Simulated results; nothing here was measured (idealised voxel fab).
Process module in this document: voxel transistor to metal
We display cut, a cross-section 155 nm in width whose square cells are each 5 nm.
A cross-section is written here as square cells arranged in a grid, and it is given in bands from the top down, each band taking up one or more rows of cells.
Top, bottom (nm), then materials left to right with widths (nm); lone material tagged "everywhere" fills the whole band edge to edge; "air" = empty space.
Measure heights from 0. That's the level where, below it, the as-received wafer is all one material. The lowest band is bottomless and extends downward; write it as in "from 0 down".
The two numbers in a width such as "30 to 40" mark its ends across the band: the first belongs to the top row of cells, the second to the bottom row, and from each row to the next the width moves by the same amount.
The designation "remained unchanged", where it is given for a processing step, indicates that no cell of the cross-section was altered in the course of that step.
If an empty space has no open way to the top and is at least 8 cells in size, "Enclosed internal voids" lists it, written width x height at distance, where distance is measured from the left edge and every value is in nm.
Post-settings text on a step line: simulator's own remark regarding the step.
overlay nm: mask right of planned place by this much (step with mask). Neg. = left.

# Process steps (planned)
step 1: RECEIVE | material Si
step 2: OXIDIZE | depth nm 5
step 3: CONFORMAL_DEP | material SiN | thk nm 10
step 4: PATTERN | tone cover | mask id ACTIVE | material resist | width nm 100 | thk nm 20 | overlay nm 0
step 5: DIRECTIONAL_ETCH | etch materials SiN | depth nm 10
step 6: DIRECTIONAL_ETCH | etch materials SiO2 | depth nm 5
step 7: DIRECTIONAL_ETCH | etch materials Si | depth nm 20
step 8: STRIP | etch materials resist
step 9: OXIDIZE | depth nm 5
step 10: FILL_DEP | material SiO2 | thk nm 5
step 11: CMP | height nm 10
step 12: SELECTIVE_ETCH | etch materials SiO2 | depth nm 10
step 13: STRIP | etch materials SiN
step 14: SELECTIVE_ETCH | etch materials SiO2 | depth nm 5
step 15: OXIDIZE | depth nm 5
step 16: DIRECTIONAL_DEP | material polySi | thk nm 20
step 17: DIRECTIONAL_DEP | material SiCN | thk nm 10
step 18: PATTERN | tone cover | mask id GATE | material resist | width nm 20 | thk nm 20 | overlay nm 0
step 19: DIRECTIONAL_ETCH | etch materials SiCN | depth nm 20
step 20: DIRECTIONAL_ETCH | etch materials polySi | depth nm 30
step 21: STRIP | etch materials resist
step 22: CONFORMAL_DEP | material SiN | thk nm 5
step 23: DIRECTIONAL_ETCH | etch materials SiN | depth nm 5
step 24: DIRECTIONAL_ETCH | etch materials SiO2 | depth nm 5
step 25: DIRECTIONAL_ETCH | etch materials Si | depth nm 5
step 26: EPI | material pSi | thk nm 5
step 27: FILL_DEP | material SiO2 | thk nm 10
step 28: CMP | height nm 25
step 29: DIRECTIONAL_DEP | material SiO2 | thk nm 15
step 30: PATTERN | tone open | mask id CONTACT | material resist | width nm 30 | pitch nm 60 | thk nm 15 | overlay nm 0
step 31: DIRECTIONAL_ETCH | etch materials SiO2 | depth nm 50
step 32: STRIP | etch materials resist
step 33: CONFORMAL_DEP | material TiN | thk nm 5
step 34: FILL_DEP | material Ru | thk nm 10
step 35: CMP | height nm 40
step 36: CONFORMAL_DEP | material SiCN | thk nm 5
step 37: DIRECTIONAL_DEP | material SiO2 | thk nm 20
step 38: DIRECTIONAL_DEP | material aC | thk nm 10
step 39: PATTERN | tone open | mask id METAL_1 | material resist | width nm 20 | pitch nm 70 | thk nm 25 | overlay nm 0
step 40: DIRECTIONAL_ETCH | etch materials aC | depth nm 10
step 41: STRIP | etch materials resist
step 42: DIRECTIONAL_ETCH | etch materials SiO2 | depth nm 20
step 43: DIRECTIONAL_ETCH | etch materials SiCN | depth nm 5
step 44: STRIP | etch materials aC
step 45: CONFORMAL_DEP | material TiN | thk nm 5
step 46: FILL_DEP | material Ru | thk nm 10
step 47: CMP | height nm 65
step 48: EPI | material Ru | thk nm 5
step 49: FILL_DEP | material SiCN | thk nm 5
step 50: DIRECTIONAL_DEP | material lowk | thk nm 30
step 51: MASKED_ETCH | tone open | mask id METAL_2 | width nm 20 | pitch nm 70 | etch materials lowk | depth nm 15 | overlay nm 0
step 52: MASKED_ETCH | tone open | mask id METAL_2_HOLES | width nm 15 | pitch nm 70 | etch materials lowk | depth nm 15 | overlay nm 0
step 53: MASKED_ETCH | tone open | mask id METAL_2_HOLES | width nm 15 | pitch nm 70 | etch materials SiCN | depth nm 5 | overlay nm 0
step 54: CONFORMAL_DEP | material TiN | thk nm 5
step 55: FILL_DEP | material Ru | thk nm 10
step 56: CMP | height nm 105
step 57: CONFORMAL_DEP | material SiN | thk nm 5

# Cross-section of the wafer at receipt, which is the condition after step 1
  from 0 down = Si everywhere
  Enclosed internal voids: none

# End-of-module cross-section. Starting structure and process plan as above; one mistake made in running it
  from 110 to 105 = SiN everywhere
  from 105 to 95 = lowk: 30, TiN: 5, Ru: 10, TiN: 5, lowk: 50, TiN: 5, Ru: 10, TiN: 5, lowk: 35
  from 95 to 90 = lowk: 30, TiN: 5, Ru: 5, TiN: 10, lowk: 50, TiN: 5, Ru: 5, TiN: 10, lowk: 35
  from 90 to 75 = lowk: 30, TiN: 5, Ru: 5, TiN: 5, lowk: 55, TiN: 5, Ru: 5, TiN: 5, lowk: 40
  from 75 to 70 = SiCN: 30, TiN: 15, SiCN: 55, TiN: 15, SiCN: 40
  from 70 to 65 = SiCN: 30, Ru: 20, SiCN: 50, Ru: 20, SiCN: 35
  from 65 to 45 = SiO2: 30, polySi: 5, Ru: 10, polySi: 5, SiO2: 50, polySi: 5, Ru: 10, polySi: 5, SiO2: 35
  from 45 to 40 = SiCN: 30, polySi: 20, SiCN: 50, polySi: 20, SiCN: 35
  from 40 to 25 = SiO2: 30, TiN: 5, Ru: 20, TiN: 5, SiO2: 30, TiN: 5, Ru: 20, TiN: 5, SiO2: 35
  from 25 to 15 = SiO2: 30, TiN: 5, Ru: 20, TiN: 5, SiN: 5, SiCN: 20, SiN: 5, TiN: 5, Ru: 20, TiN: 5, SiO2: 35
  from 15 to 0 = SiO2: 30, TiN: 5, Ru: 20, TiN: 5, SiN: 5, polySi: 20, SiN: 5, TiN: 5, Ru: 20, TiN: 5, SiO2: 35
  from 0 to -5 = SiO2: 30, TiN: 5, Ru: 15, TiN: 10, SiN: 5, polySi: 20, SiN: 5, TiN: 10, Ru: 15, TiN: 5, SiO2: 35
  from -5 to -10 = SiO2: 30, TiN: 25, pSi: 5, SiO2: 30, pSi: 5, TiN: 25, SiO2: 35
  from -10 to -15 = SiO2: 30, pSi: 30, Si: 30, pSi: 30, SiO2: 35
  from -15 to -30 = SiO2: 30, Si: 90, SiO2: 35
  from -30 down = Si everywhere
  Enclosed internal voids: none
Heads up, the wafer didn't run the way we planned it: contrary to plan, step 45 was performed as CONFORMAL_DEP | material polySi | thk nm 5
